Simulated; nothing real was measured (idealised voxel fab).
process module | voxel wiring stack
cross-section cut | 170 nm wide | cells 5 nm
A cross-section is a grid of square cells, given in bands from the top down. A band is one or more rows of cells.
Each band's line starts with the height of the band's top and of its bottom, in nm. Then come its materials from left to right, each with its width in nm. One material with "throughout" fills the band from edge to edge. "air" is empty space.
Height 0 is the level under which the wafer as received is all one material. The lowest band goes on downwards, as in "0 down".
A width such as "30 to 40" changes by the same amount from each row of cells to the next, from the band's top row to its bottom row.
"no change" after a step means that no cell of the cross-section changed.
closed voids: empty space of 8 cells or more with no open way to the top, each as width x height at its distance from the left edge, in nm
after a step's settings: what the simulator itself notes on the step
overlay nm, on a step with a mask: how far to the right of its planned place the mask lay; to the left if negative
plan
1 op RECEIVE | material Si
2 op CONFORMAL_DEP | material SiO2 | thk nm 15
3 op CONFORMAL_DEP | material SiCN | thk nm 5
4 op DIRECTIONAL_DEP | material lowk | thk nm 25
5 op MASKED_ETCH | tone open | mask id METAL_1 | width nm 25 | pitch nm 55 | etch materials lowk | depth nm 25 | overlay nm 0
6 op MASKED_ETCH | tone open | mask id METAL_1 | width nm 25 | pitch nm 55 | etch materials SiCN | depth nm 5 | overlay nm 0
7 op CONFORMAL_DEP | material TiN | thk nm 5
8 op FILL_DEP | material Ru | thk nm 10
9 op CMP | height nm 45
10 op CONFORMAL_DEP | material SiCN | thk nm 5
11 op DIRECTIONAL_DEP | material SiO2 | thk nm 35
12 op PATTERN | tone open | mask id METAL_2_HOLES | material resist | width nm 15 | pitch nm 55 | thk nm 15 | overlay nm 0
13 op DIRECTIONAL_ETCH | etch materials SiO2 | depth nm 35
14 op STRIP | etch materials resist
15 op DIRECTIONAL_DEP | material aC | thk nm 10
16 op PATTERN | tone open | mask id METAL_2 | material resist | width nm 25 | pitch nm 55 | thk nm 30 | overlay nm 0
17 op DIRECTIONAL_ETCH | etch materials aC | depth nm 10
18 op STRIP | etch materials resist
19 op DIRECTIONAL_ETCH | etch materials SiO2 | depth nm 20
20 op DIRECTIONAL_ETCH | etch materials SiCN | depth nm 5
21 op STRIP | etch materials aC
22 op CONFORMAL_DEP | material TiN | thk nm 5
23 op FILL_DEP | material Cu | thk nm 5
24 op CMP | height nm 85
25 op CONFORMAL_DEP | material SiCN | thk nm 5
as received, after step 1
  0 down: Si throughout
  closed voids: none
first wafer at the end, as planned
  90 to 85: SiCN throughout
  85 to 70: SiO2 15 | TiN 5 | Cu 15 | TiN 5 | SiO2 30 | TiN 5 | Cu 15 | TiN 5 | SiO2 30 | TiN 5 | Cu 15 | TiN 5 | SiO2 20
  70 to 65: SiO2 15 | TiN 5 | Cu 5 | TiN 15 | SiO2 30 | TiN 5 | Cu 5 | TiN 15 | SiO2 30 | TiN 5 | Cu 5 | TiN 15 | SiO2 20
  65 to 50: SiO2 15 | TiN 5 | Cu 5 | TiN 5 | SiO2 40 | TiN 5 | Cu 5 | TiN 5 | SiO2 40 | TiN 5 | Cu 5 | TiN 5 | SiO2 30
  50 to 45: SiCN 15 | TiN 15 | SiCN 40 | TiN 15 | SiCN 40 | TiN 15 | SiCN 30
  45 to 20: lowk 15 | TiN 5 | Ru 15 | TiN 5 | lowk 30 | TiN 5 | Ru 15 | TiN 5 | lowk 30 | TiN 5 | Ru 15 | TiN 5 | lowk 20
  20 to 15: SiCN 15 | TiN 25 | SiCN 30 | TiN 25 | SiCN 30 | TiN 25 | SiCN 20
  15 to 0: SiO2 throughout
  0 down: Si throughout
  closed voids: none
second wafer at the end: like start, like plan, one mistake
  90 to 85: SiCN throughout
  85 to 70: SiO2 15 | TiN 5 | Cu 15 | TiN 5 | SiO2 30 | TiN 5 | Cu 15 | TiN 5 | SiO2 30 | TiN 5 | Cu 15 | TiN 5 | SiO2 20
  70 to 65: SiO2 15 | TiN 5 | Cu 5 | TiN 15 | SiO2 30 | TiN 5 | Cu 5 | TiN 15 | SiO2 30 | TiN 5 | Cu 5 | TiN 15 | SiO2 20
  65 to 50: SiO2 15 | TiN 5 | Cu 5 | TiN 5 | SiO2 40 | TiN 5 | Cu 5 | TiN 5 | SiO2 40 | TiN 5 | Cu 5 | TiN 5 | SiO2 30
  50 to 45: SiCN 15 | TiN 15 | SiCN 40 | TiN 15 | SiCN 40 | TiN 15 | SiCN 30
  45 to 20: lowk 20 | TiN 5 | Ru 10 | TiN 5 | lowk 35 | TiN 5 | Ru 10 | TiN 5 | lowk 35 | TiN 5 | Ru 10 | TiN 5 | lowk 20
  20 to 15: SiCN 20 | TiN 20 | SiCN 35 | TiN 20 | SiCN 35 | TiN 20 | SiCN 20
  15 to 0: SiO2 throughout
  0 down: Si throughout
  closed voids: none
what went wrong: step 5 ran as: op MASKED_ETCH | tone open | mask id METAL_1 | width nm 20 | pitch nm 55 | etch materials lowk | depth nm 25 | overlay nm 0
at the end the second wafer has, in cells: 15 fewer of Ru | 3 more of SiCN | 3 fewer of TiN | 15 more of lowk
